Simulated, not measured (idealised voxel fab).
Proc. module: voxel gate over fins
Square cells of 5 nm make up the cross-section cut, whose width is 285 nm.
Cross-section format: a grid of square cells, given as bands from top to bottom; each band is one or more rows of cells.
The entry gives the band's vertical extent as a top height and a bottom height in nm, then its horizontal make-up as materials from left to right, each with a width in nm. "empty" stands for empty space; a single material marked "edge to edge" fills the band edge to edge.
Beneath 0, the wafer as received is one material, and that level is where height counting begins. The lowest band goes on downward without a bottom; it is written like "z 0 and below".
The two numbers in a width such as "30..40" mark its ends across the band: the first belongs to the top row of cells, the second to the bottom row, and from each row to the next the width moves by the same amount.
Step marked "changes: none"? Then no cell in the cross-section changed in it.
Empty spaces without an open route to the top, at least 8 cells in extent, make up the entry "Enclosed cavities"; each is given as width x height at distance, where the distance is measured from the left edge, and all are in nm.
Anything after a step's settings on that line? It's the simulator's own note about the step.
"overlay nm" on a masked step: distance the mask lay right of its planned place, negative for left.

# Set out below are the planned steps of the process
1 RECEIVE: material Si
2 CONFORMAL_DEP: material SiN, thk nm 5
3 MASKED_ETCH: tone cover, mask id FINS, width nm 15, pitch nm 55, etch materials SiN, depth nm 5, overlay nm 0
4 MASKED_ETCH: tone cover, mask id FINS, width nm 15, pitch nm 55, etch materials Si, depth nm 40, overlay nm 0
5 OXIDIZE: depth nm 5
6 FILL_DEP: material SiO2, thk nm 15
7 CMP: height nm 5
8 MASKED_ETCH: tone open, mask id RAIL, width nm 15, etch materials SiO2, depth nm 40, overlay nm 0
9 CONFORMAL_DEP: material TiN, thk nm 5
10 FILL_DEP: material W, thk nm 5
11 CMP: height nm 5
12 SELECTIVE_ETCH: etch materials W Ru TiN, depth nm 25
13 FILL_DEP: material SiO2, thk nm 5
14 CMP: height nm 5
15 SELECTIVE_ETCH: etch materials SiO2, depth nm 20
16 STRIP: etch materials SiN
17 CONFORMAL_DEP: material HfO2, thk nm 5
18 CONFORMAL_DEP: material TiN, thk nm 5
19 FILL_DEP: material W, thk nm 15
20 CMP: height nm 20
21 CONFORMAL_DEP: material SiCN, thk nm 5

# As received (post step 1): cross-section
	z 0 and below: Si edge to edge
	Enclosed cavities: none

# End-of-module cross-section. Starting structure and process plan as above; one mistake made in running it
	z 25 to 20: SiCN edge to edge
	z 20 to 10: W edge to edge
	z 10 to 5: 45 of W | 25 of TiN | 30 of W | 25 of TiN | 30 of W | 25 of TiN | 30 of W | 25 of TiN | 50 of W
	z 5 to 0: 45 of W | 5 of TiN | 15 of HfO2 | 5 of TiN | 30 of W | 5 of TiN | 15 of HfO2 | 5 of TiN | 30 of W | 5 of TiN | 15 of HfO2 | 5 of TiN | 30 of W | 5 of TiN | 15 of HfO2 | 5 of TiN | 50 of W
	z 0 to -10: 45 of W | 5 of TiN | 5 of HfO2 | 5 of Si | 5 of HfO2 | 5 of TiN | 30 of W | 5 of TiN | 5 of HfO2 | 5 of Si | 5 of HfO2 | 5 of TiN | 30 of W | 5 of TiN | 5 of HfO2 | 5 of Si | 5 of HfO2 | 5 of TiN | 30 of W | 5 of TiN | 5 of HfO2 | 5 of Si | 5 of HfO2 | 5 of TiN | 50 of W
	z -10 to -15: 45 of W | 5 of TiN | 5 of HfO2 | 5 of Si | 5 of HfO2 | 40 of TiN | 5 of HfO2 | 5 of Si | 5 of HfO2 | 5 of TiN | 30 of W | 5 of TiN | 5 of HfO2 | 5 of Si | 5 of HfO2 | 5 of TiN | 30 of W | 5 of TiN | 5 of HfO2 | 5 of Si | 5 of HfO2 | 5 of TiN | 50 of W
	z -15 to -20: 45 of W | 5 of TiN | 5 of HfO2 | 5 of Si | 5 of HfO2 | 5 of TiN | 25 of HfO2 | 10 of TiN | 5 of HfO2 | 5 of Si | 5 of HfO2 | 5 of TiN | 30 of W | 5 of TiN | 5 of HfO2 | 5 of Si | 5 of HfO2 | 5 of TiN | 30 of W | 5 of TiN | 5 of HfO2 | 5 of Si | 5 of HfO2 | 5 of TiN | 50 of W
	z -20 to -25: 45 of W | 5 of TiN | 5 of HfO2 | 5 of Si | 5 of HfO2 | 5 of TiN | 5 of HfO2 | 5 of TiN | 5 of W | 5 of TiN | 5 of HfO2 | 10 of TiN | 5 of HfO2 | 5 of Si | 5 of HfO2 | 5 of TiN | 30 of W | 5 of TiN | 5 of HfO2 | 5 of Si | 5 of HfO2 | 5 of TiN | 30 of W | 5 of TiN | 5 of HfO2 | 5 of Si | 5 of HfO2 | 5 of TiN | 50 of W
	z -25 to -30: 50 of TiN | 5 of HfO2 | 5 of Si | 5 of HfO2 | 5 of TiN | 5 of HfO2 | 5 of TiN | 5 of W | 5 of TiN | 5 of HfO2 | 10 of TiN | 5 of HfO2 | 5 of Si | 5 of HfO2 | 40 of TiN | 5 of HfO2 | 5 of Si | 5 of HfO2 | 40 of TiN | 5 of HfO2 | 5 of Si | 5 of HfO2 | 55 of TiN
	z -30 to -35: 55 of HfO2 | 5 of Si | 15 of HfO2 | 15 of TiN | 20 of HfO2 | 5 of Si | 50 of HfO2 | 5 of Si | 50 of HfO2 | 5 of Si | 60 of HfO2
	z -35 to -45: 55 of SiO2 | 5 of Si | 50 of SiO2 | 5 of Si | 50 of SiO2 | 5 of Si | 50 of SiO2 | 5 of Si | 60 of SiO2
	z -45 and below: Si edge to edge
	Enclosed cavities: none
It is concluded that the wafer was processed incorrectly with respect to the plan, in that step 15 of the plan saw execution twice
